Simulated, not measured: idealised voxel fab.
The process module presented herein is designated voxel wiring stack.
Square cells of 5 nm make up the cross-section cut, whose width is 275 nm.
Each cross-section below is a grid of square cells, stated as bands in top-down order, with one or more rows of cells making up each band.
Band: top and bottom heights (nm) first, top before bottom; then materials from left to right, widths in nm. "all across" marks a sole material filling the band edge to edge. "blank" denotes empty space.
Heads up on the height convention: 0 is the point under which the incoming wafer is all one material, and the lowest band has no bottom, it just keeps going down, like "0..down".
A two-number width, for instance "30->40", indicates that the width is equal to the first number in the top row of the band and to the second number in the bottom row, and that it changes by a constant amount per row of cells.
"everything unchanged" (step): cross-section cells unchanged, all of them.
"Fully sealed voids": empty spaces of 8 cells or more with no open way to the top, each given as width x height at distance, distance from the left edge, all in nm.
On a step's line, text after the settings is the simulator commenting on that step.
overlay nm: how far to the right of its planned place the mask lay on this masked step (negative: to the left).
The following list gives the planned process steps
1,op RECEIVE | material Si
2,op CONFORMAL_DEP | material SiO2 | thk nm 15
3,op DIRECTIONAL_DEP | material TiN | thk nm 5
4,op DIRECTIONAL_DEP | material W | thk nm 25
5,op DIRECTIONAL_DEP | material aC | thk nm 10
6,op PATTERN | tone cover | mask id METAL_1 | material resist | width nm 25 | pitch nm 55 | thk nm 30 | overlay nm 0
7,op DIRECTIONAL_ETCH | etch materials aC | depth nm 10
8,op STRIP | etch materials resist
9,op DIRECTIONAL_ETCH | etch materials W | depth nm 25
10,op DIRECTIONAL_ETCH | etch materials TiN | depth nm 5
11,op STRIP | etch materials aC
12,op FILL_DEP | material SiO2 | thk nm 5
13,op CMP | height nm 45
14,op CONFORMAL_DEP | material SiCN | thk nm 5
15,op DIRECTIONAL_DEP | material SiO2 | thk nm 15
16,op DIRECTIONAL_DEP | material aC | thk nm 15
17,op PATTERN | tone open | mask id PLUG_1 | material resist | width nm 15 | pitch nm 110 | thk nm 35 | overlay nm 0
18,op DIRECTIONAL_ETCH | etch materials aC | depth nm 15
19,op STRIP | etch materials resist
20,op DIRECTIONAL_ETCH | etch materials SiO2 | depth nm 15
21,op DIRECTIONAL_ETCH | etch materials SiCN | depth nm 5
22,op STRIP | etch materials aC
23,op CONFORMAL_DEP | material TiN | thk nm 5
24,op FILL_DEP | material Cu | thk nm 10
25,op CMP | height nm 65
26,op DIRECTIONAL_DEP | material TiN | thk nm 5
27,op DIRECTIONAL_DEP | material W | thk nm 15
28,op PATTERN | tone cover | mask id METAL_2 | material resist | width nm 25 | pitch nm 55 | thk nm 20 | overlay nm 0
29,op DIRECTIONAL_ETCH | etch materials W | depth nm 15
30,op DIRECTIONAL_ETCH | etch materials TiN | depth nm 5
31,op STRIP | etch materials resist
32,op CONFORMAL_DEP | material SiCN | thk nm 5
33,op FILL_DEP | material SiO2 | thk nm 10
34,op CMP | height nm 85
35,op CONFORMAL_DEP | material SiCN | thk nm 5
36,op DIRECTIONAL_DEP | material SiO2 | thk nm 25
37,op PATTERN | tone open | mask id METAL_3 | material resist | width nm 25 | pitch nm 55 | thk nm 20 | overlay nm 0
38,op DIRECTIONAL_ETCH | etch materials SiO2 | depth nm 15
39,op STRIP | etch materials resist
40,op PATTERN | tone open | mask id METAL_3_HOLES | material resist | width nm 15 | pitch nm 55 | thk nm 20 | overlay nm -15
41,op DIRECTIONAL_ETCH | etch materials SiO2 | depth nm 10
42,op DIRECTIONAL_ETCH | etch materials SiCN | depth nm 5
43,op STRIP | etch materials resist
44,op CONFORMAL_DEP | material TiN | thk nm 5
45,op FILL_DEP | material Ru | thk nm 5
46,op CMP | height nm 115
47,op CONFORMAL_DEP | material SiCN | thk nm 5
48,op DIRECTIONAL_DEP | material lowk | thk nm 30
49,op DIRECTIONAL_DEP | material aC | thk nm 15
50,op PATTERN | tone open | mask id METAL_4 | material resist | width nm 25 | pitch nm 55 | thk nm 35 | overlay nm 0
51,op DIRECTIONAL_ETCH | etch materials aC | depth nm 15
52,op STRIP | etch materials resist
53,op DIRECTIONAL_ETCH | etch materials lowk | depth nm 15
54,op STRIP | etch materials aC
55,op DIRECTIONAL_DEP | material aC | thk nm 10
56,op PATTERN | tone open | mask id METAL_4_HOLES | material resist | width nm 15 | pitch nm 55 | thk nm 25 | overlay nm 0
57,op DIRECTIONAL_ETCH | etch materials aC | depth nm 10
58,op STRIP | etch materials resist
59,op DIRECTIONAL_ETCH | etch materials lowk | depth nm 15
60,op DIRECTIONAL_ETCH | etch materials SiCN | depth nm 5
61,op STRIP | etch materials aC
62,op CONFORMAL_DEP | material TiN | thk nm 5
63,op FILL_DEP | material Cu | thk nm 10
64,op CMP | height nm 150
65,op CONFORMAL_DEP | material SiN | thk nm 5
Quick note for whoever runs this: the wafers start identical, but the overlay nm at step 40 isn't the same across them. The plan just shows what the first wafer had.
So this is the first of several wafers, cross-sectioned as it came to us, meaning it's at the end of step 1
> 0..down | Si all across
> Fully sealed voids: none
Module end state after final step 65: cross-section of the first of several wafers
> 155..150 | SiN all across
> 150..140 | lowk 40 nm  TiN 5 nm  Cu 15 nm  TiN 5 nm  lowk 30 nm  TiN 5 nm  Cu 15 nm  TiN 5 nm  lowk 30 nm  TiN 5 nm  Cu 15 nm  TiN 5 nm  lowk 30 nm  TiN 5 nm  Cu 15 nm  TiN 5 nm  lowk 45 nm
> 140..135 | lowk 40 nm  TiN 5 nm  Cu 5 nm  TiN 15 nm  lowk 30 nm  TiN 5 nm  Cu 5 nm  TiN 15 nm  lowk 30 nm  TiN 5 nm  Cu 5 nm  TiN 15 nm  lowk 30 nm  TiN 5 nm  Cu 5 nm  TiN 15 nm  lowk 45 nm
> 135..120 | lowk 40 nm  TiN 5 nm  Cu 5 nm  TiN 5 nm  lowk 40 nm  TiN 5 nm  Cu 5 nm  TiN 5 nm  lowk 40 nm  TiN 5 nm  Cu 5 nm  TiN 5 nm  lowk 40 nm  TiN 5 nm  Cu 5 nm  TiN 5 nm  lowk 55 nm
> 120..115 | SiCN 40 nm  TiN 15 nm  SiCN 40 nm  TiN 15 nm  SiCN 40 nm  TiN 15 nm  SiCN 40 nm  TiN 15 nm  SiCN 55 nm
> 115..105 | SiO2 25 nm  TiN 5->20 nm  Ru 30->15 nm  TiN 5 nm  SiO2 15 nm  TiN 5->20 nm  Ru 30->15 nm  TiN 5 nm  SiO2 15 nm  TiN 5->20 nm  Ru 30->15 nm  TiN 5 nm  SiO2 15 nm  TiN 5->20 nm  Ru 30->15 nm  TiN 5 nm  SiO2 45 nm
> 105..100 | SiO2 40 nm  TiN 25 nm  SiO2 30 nm  TiN 25 nm  SiO2 30 nm  TiN 25 nm  SiO2 30 nm  TiN 25 nm  SiO2 45 nm
> 100..90 | SiO2 all across
> 90..85 | SiCN all across
> 85..70 | SiO2 35 nm  SiCN 5 nm  W 25 nm  SiCN 5 nm  SiO2 20 nm  SiCN 5 nm  W 25 nm  SiCN 5 nm  SiO2 20 nm  SiCN 5 nm  W 25 nm  SiCN 5 nm  SiO2 20 nm  SiCN 5 nm  W 25 nm  SiCN 5 nm  SiO2 40 nm
> 70..65 | SiCN 40 nm  TiN 25 nm  SiCN 30 nm  TiN 25 nm  SiCN 30 nm  TiN 25 nm  SiCN 30 nm  TiN 25 nm  SiCN 45 nm
> 65..50 | SiO2 40 nm  TiN 5 nm  Cu 5 nm  TiN 5 nm  SiO2 95 nm  TiN 5 nm  Cu 5 nm  TiN 5 nm  SiO2 110 nm
> 50..45 | SiCN 40 nm  TiN 15 nm  SiCN 95 nm  TiN 15 nm  SiCN 110 nm
> 45..20 | SiO2 40 nm  W 25 nm  SiO2 30 nm  W 25 nm  SiO2 30 nm  W 25 nm  SiO2 30 nm  W 25 nm  SiO2 45 nm
> 20..15 | SiO2 40 nm  TiN 25 nm  SiO2 30 nm  TiN 25 nm  SiO2 30 nm  TiN 25 nm  SiO2 30 nm  TiN 25 nm  SiO2 45 nm
> 15..0 | SiO2 all across
> 0..down | Si all across
> Fully sealed voids: none
The module's end: a cross-section of the last wafer
> 155..150 | SiN all across
> 150..140 | lowk 40 nm  TiN 5 nm  Cu 15 nm  TiN 5 nm  lowk 30 nm  TiN 5 nm  Cu 15 nm  TiN 5 nm  lowk 30 nm  TiN 5 nm  Cu 15 nm  TiN 5 nm  lowk 30 nm  TiN 5 nm  Cu 15 nm  TiN 5 nm  lowk 45 nm
> 140..135 | lowk 40 nm  TiN 5 nm  Cu 5 nm  TiN 15 nm  lowk 30 nm  TiN 5 nm  Cu 5 nm  TiN 15 nm  lowk 30 nm  TiN 5 nm  Cu 5 nm  TiN 15 nm  lowk 30 nm  TiN 5 nm  Cu 5 nm  TiN 15 nm  lowk 45 nm
> 135..120 | lowk 40 nm  TiN 5 nm  Cu 5 nm  TiN 5 nm  lowk 40 nm  TiN 5 nm  Cu 5 nm  TiN 5 nm  lowk 40 nm  TiN 5 nm  Cu 5 nm  TiN 5 nm  lowk 40 nm  TiN 5 nm  Cu 5 nm  TiN 5 nm  lowk 55 nm
> 120..115 | SiCN 40 nm  TiN 15 nm  SiCN 40 nm  TiN 15 nm  SiCN 40 nm  TiN 15 nm  SiCN 40 nm  TiN 15 nm  SiCN 55 nm
> 115..105 | SiO2 40 nm  TiN 5 nm  Ru 20->15 nm  TiN 5->10 nm  SiO2 25 nm  TiN 5 nm  Ru 20->15 nm  TiN 5->10 nm  SiO2 25 nm  TiN 5 nm  Ru 20->15 nm  TiN 5->10 nm  SiO2 25 nm  TiN 5 nm  Ru 20->15 nm  TiN 5->10 nm  SiO2 40 nm
> 105..100 | SiO2 40 nm  TiN 25 nm  SiO2 30 nm  TiN 25 nm  SiO2 30 nm  TiN 25 nm  SiO2 30 nm  TiN 25 nm  SiO2 45 nm
> 100..90 | SiO2 55 nm  TiN 10 nm  SiO2 45 nm  TiN 10 nm  SiO2 45 nm  TiN 10 nm  SiO2 45 nm  TiN 10 nm  SiO2 45 nm
> 90..85 | SiCN 55 nm  TiN 10 nm  SiCN 45 nm  TiN 10 nm  SiCN 45 nm  TiN 10 nm  SiCN 45 nm  TiN 10 nm  SiCN 45 nm
> 85..70 | SiO2 35 nm  SiCN 5 nm  W 25 nm  SiCN 5 nm  SiO2 20 nm  SiCN 5 nm  W 25 nm  SiCN 5 nm  SiO2 20 nm  SiCN 5 nm  W 25 nm  SiCN 5 nm  SiO2 20 nm  SiCN 5 nm  W 25 nm  SiCN 5 nm  SiO2 40 nm
> 70..65 | SiCN 40 nm  TiN 25 nm  SiCN 30 nm  TiN 25 nm  SiCN 30 nm  TiN 25 nm  SiCN 30 nm  TiN 25 nm  SiCN 45 nm
> 65..50 | SiO2 40 nm  TiN 5 nm  Cu 5 nm  TiN 5 nm  SiO2 95 nm  TiN 5 nm  Cu 5 nm  TiN 5 nm  SiO2 110 nm
> 50..45 | SiCN 40 nm  TiN 15 nm  SiCN 95 nm  TiN 15 nm  SiCN 110 nm
> 45..20 | SiO2 40 nm  W 25 nm  SiO2 30 nm  W 25 nm  SiO2 30 nm  W 25 nm  SiO2 30 nm  W 25 nm  SiO2 45 nm
> 20..15 | SiO2 40 nm  TiN 25 nm  SiO2 30 nm  TiN 25 nm  SiO2 30 nm  TiN 25 nm  SiO2 30 nm  TiN 25 nm  SiO2 45 nm
> 15..0 | SiO2 all across
> 0..down | Si all across
> Fully sealed voids: none
Heads up, this table goes wafer by wafer. A row tells you, at the end of the module, how many cells of each material that wafer has put on (+) or dropped (-) since it was received, and then its closed voids
overlay nm -15; +46 Cu; +36 Ru; +206 SiCN; +55 SiN; +794 SiO2; +174 TiN; +160 W; +234 lowk; Fully sealed voids: none
overlay nm -10; +46 Cu; +32 Ru; +202 SiCN; +55 SiN; +794 SiO2; +182 TiN; +160 W; +234 lowk; Fully sealed voids: none
overlay nm -5; +46 Cu; +28 Ru; +198 SiCN; +55 SiN; +794 SiO2; +190 TiN; +160 W; +234 lowk; Fully sealed voids: none
overlay nm 0; +46 Cu; +36 Ru; +194 SiCN; +55 SiN; +794 SiO2; +186 TiN; +160 W; +234 lowk; Fully sealed voids: none
overlay nm 5; +46 Cu; +36 Ru; +194 SiCN; +55 SiN; +794 SiO2; +186 TiN; +160 W; +234 lowk; Fully sealed voids: none
overlay nm 10; +46 Cu; +36 Ru; +194 SiCN; +55 SiN; +794 SiO2; +186 TiN; +160 W; +234 lowk; Fully sealed voids: none
overlay nm 15; +46 Cu; +28 Ru; +198 SiCN; +55 SiN; +794 SiO2; +190 TiN; +160 W; +234 lowk; Fully sealed voids: none
